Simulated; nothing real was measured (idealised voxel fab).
A process module follows: voxel released beams.
Displayed cross-section: cut, width of 180 nm, square cells sized 5 nm.
Cross-section layout: square cells on a grid; listed as bands, top to bottom; a band spans one or more cell rows. The entry gives the band's vertical extent as a top height and a bottom height in nm, then its horizontal make-up as materials from left to right, each with a width in nm. "empty" stands for empty space; a single material marked "full width" fills the band edge to edge. Heights are expressed relative to 0, this being the level below which the as-received wafer comprises one material exclusively. The lowest band is unbounded in the downward direction and is denoted as in "0 down". The expression "30..40" gives the width at the extremes of the band, the first number at its top row of cells and the second at its bottom row, with the width changing by equal amounts from each row to the next in between. Basically "no modifications" means that step didn't change any cell in the cross-section. Enclosed voids (no open way to top), threshold 8 cells or more, entry "Enclosed voids", notation width x height at distance, distance from left edge, nm. Note: text after step settings on the step line = simulator remark on that step. The optional step-line setting "overlay nm" applies to steps with a mask and quantifies how far to the right of its planned location the mask lay, a negative value indicating leftward placement.
This section lists the process steps that were planned:
- 1: RECEIVE [material Si]
- 2: CONFORMAL_DEP [material SiN] [thk nm 10]
- 3: DIRECTIONAL_DEP [material SiO2] [thk nm 15]
- 4: PATTERN [tone open] [mask id ANCHOR] [material resist] [width nm 35] [thk nm 20] [overlay nm 0]
- 5: DIRECTIONAL_ETCH [etch materials SiO2] [depth nm 15]
- 6: STRIP [etch materials resist]
- 7: CONFORMAL_DEP [material polySi] [thk nm 10]
- 8: PATTERN [tone cover] [mask id BEAM] [material resist] [width nm 110] [thk nm 15] [overlay nm 0]
- 9: DIRECTIONAL_ETCH [etch materials polySi] [depth nm 10]
- 10: STRIP [etch materials resist]
- 11: STRIP [etch materials SiO2]
Cross-section, incoming material, after step 1:
- 0 down  Si full width
- Enclosed voids: none
Post-module cross-section of the first of two wafers (run per plan):
- 35 to 25  empty 30 nm / polySi 15 nm / empty 15 nm / polySi 80 nm / empty 40 nm
- 25 to 20  empty 35 nm / polySi 10 nm / empty 15 nm / polySi 10 nm / empty 110 nm
- 20 to 10  empty 35 nm / polySi 35 nm / empty 110 nm
- 10 to 0  SiN full width
- 0 down  Si full width
- Enclosed voids: none
Wafer two, sectioned after the module: the first wafer's start, the first wafer's plan, and one mistake in how it was run:
- 35 to 25  empty 30 nm / polySi 20 nm / empty 10 nm / polySi 80 nm / empty 40 nm
- 25 to 20  empty 40 nm / polySi 10 nm / empty 10 nm / polySi 10 nm / empty 110 nm
- 20 to 10  empty 40 nm / polySi 30 nm / empty 110 nm
- 10 to 0  SiN full width
- 0 down  Si full width
- Enclosed voids: none
Short version of what went wrong: off-plan run, step 4, actual operation and settings PATTERN [tone open] [mask id ANCHOR] [material resist] [width nm 30] [thk nm 20] [overlay nm 0]
In the final comparison it is observed that the number of cells assigned to each material is identical for the two wafers, whereas their placement is not.
